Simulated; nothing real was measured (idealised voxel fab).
Name of the process module below: voxel self aligned vias
Square cell edge 5 nm, section width 250 nm, ID cut.
Cross-section layout: square cells on a grid; listed as bands, top to bottom; a band spans one or more cell rows. Heights first: top, then bottom, in nm. Then materials, left to right, each with a width in nm. "everywhere" on a single material: fills the band edge to edge. "air": empty space. We count height from 0. Below that, the starting wafer is all one material. The lowest band never ends at the bottom but goes on down; see "top 0, no bottom" for how that is written. Graded width ("30..40"): value in top row of band = first number; value in bottom row = second number; row-to-row change constant. Basically "no modification" means that step didn't change any cell in the cross-section. You'll see "Trapped cavities" listing empty spaces that have no way open to the top, as long as they're 8 cells or more; the notation is width x height at distance, where the distance is from the left edge, and all of it is in nm. On each step's line, the part that comes after the settings is the simulator's own comment on the step. A step's line can hold "overlay nm"; with a mask on that step, the setting says how far right of the planned place the mask lay, while a negative setting says it lay to the left.

The process steps that were planned are listed below:
| 1 | RECEIVE: material Si |
| 2 | CONFORMAL_DEP: material SiO2, thk nm 10 |
| 3 | CONFORMAL_DEP: material SiCN, thk nm 5 |
| 4 | DIRECTIONAL_DEP: material lowk, thk nm 25 |
| 5 | PATTERN: tone open, mask id LINES, material resist, width nm 30, pitch nm 65, thk nm 15, overlay nm 0 |
| 6 | DIRECTIONAL_ETCH: etch materials lowk, depth nm 25 |
| 7 | STRIP: etch materials resist |
| 8 | CONFORMAL_DEP: material TiN, thk nm 5 |
| 9 | FILL_DEP: material Ru, thk nm 10 |
| 10 | CMP: height nm 40 |
| 11 | SELECTIVE_ETCH: etch materials W Ru TiN, depth nm 10 |
| 12 | FILL_DEP: material SiN, thk nm 10 |
| 13 | CMP: height nm 40 |
| 14 | DIRECTIONAL_DEP: material lowk, thk nm 15 |
| 15 | PATTERN: tone open, mask id VIAS, material resist, width nm 50, pitch nm 65, thk nm 20, overlay nm 0 |
| 16 | DIRECTIONAL_ETCH: etch materials lowk, depth nm 15 |
| 17 | DIRECTIONAL_ETCH: etch materials SiN, depth nm 10 |
| 18 | STRIP: etch materials resist |
| 19 | CONFORMAL_DEP: material TiN, thk nm 5 |
| 20 | FILL_DEP: material W, thk nm 5 |
| 21 | CMP: height nm 55 |
| 22 | CONFORMAL_DEP: material SiN, thk nm 5 |

Here's what the wafer looked like in cross-section when it arrived - that's after step 1:
top 0, no bottom | Si everywhere
Trapped cavities: none

Wafer cross-section at module end: first of two, run to plan:
top 60, bottom 55 | SiN everywhere
top 55, bottom 45 | lowk 35 | TiN 5 | W 40 | TiN 5 | lowk 15 | TiN 5 | W 40 | TiN 5 | lowk 15 | TiN 5 | W 40 | TiN 5 | lowk 35
top 45, bottom 35 | lowk 35..45 | TiN 15..5 | W 20 | TiN 15..5 | lowk 15..35 | TiN 15..5 | W 20 | TiN 15..5 | lowk 15..35 | TiN 15..5 | W 20 | TiN 15..5 | lowk 35..45
top 35, bottom 30 | lowk 45 | TiN 30 | lowk 35 | TiN 30 | lowk 35 | TiN 30 | lowk 45
top 30, bottom 20 | lowk 45 | TiN 5 | Ru 20 | TiN 5 | lowk 35 | TiN 5 | Ru 20 | TiN 5 | lowk 35 | TiN 5 | Ru 20 | TiN 5 | lowk 45
top 20, bottom 15 | lowk 45 | TiN 30 | lowk 35 | TiN 30 | lowk 35 | TiN 30 | lowk 45
top 15, bottom 10 | SiCN everywhere
top 10, bottom 0 | SiO2 everywhere
top 0, no bottom | Si everywhere
Trapped cavities: none

Cross-sectional image of the second wafer of the two following completion of the module. Starting state and process plan were the same as for the first wafer; one execution error occurred:
top 60, bottom 55 | SiN everywhere
top 55, bottom 40 | lowk 35 | TiN 5 | W 40 | TiN 5 | lowk 15 | TiN 5 | W 40 | TiN 5 | lowk 15 | TiN 5 | W 40 | TiN 5 | lowk 35
top 40, bottom 35 | SiN 35 | TiN 15 | W 20 | TiN 15 | SiN 15 | TiN 15 | W 20 | TiN 15 | SiN 15 | TiN 15 | W 20 | TiN 15 | SiN 35
top 35, bottom 30 | lowk 45 | TiN 30 | lowk 35 | TiN 30 | lowk 35 | TiN 30 | lowk 45
top 30, bottom 15 | lowk 45 | TiN 5 | Ru 20 | TiN 5 | lowk 35 | TiN 5 | Ru 20 | TiN 5 | lowk 35 | TiN 5 | Ru 20 | TiN 5 | lowk 45
top 15, bottom 10 | lowk 45 | TiN 30 | lowk 35 | TiN 30 | lowk 35 | TiN 30 | lowk 45
top 10, bottom 0 | SiO2 everywhere
top 0, no bottom | Si everywhere
Trapped cavities: none
Diagnosis: step 3 from the plan never happened, it was just skipped
Materials where the second wafer ends with more or fewer cells than the first: +12 Ru, -50 SiCN, +20 SiN, +6 TiN, +12 W
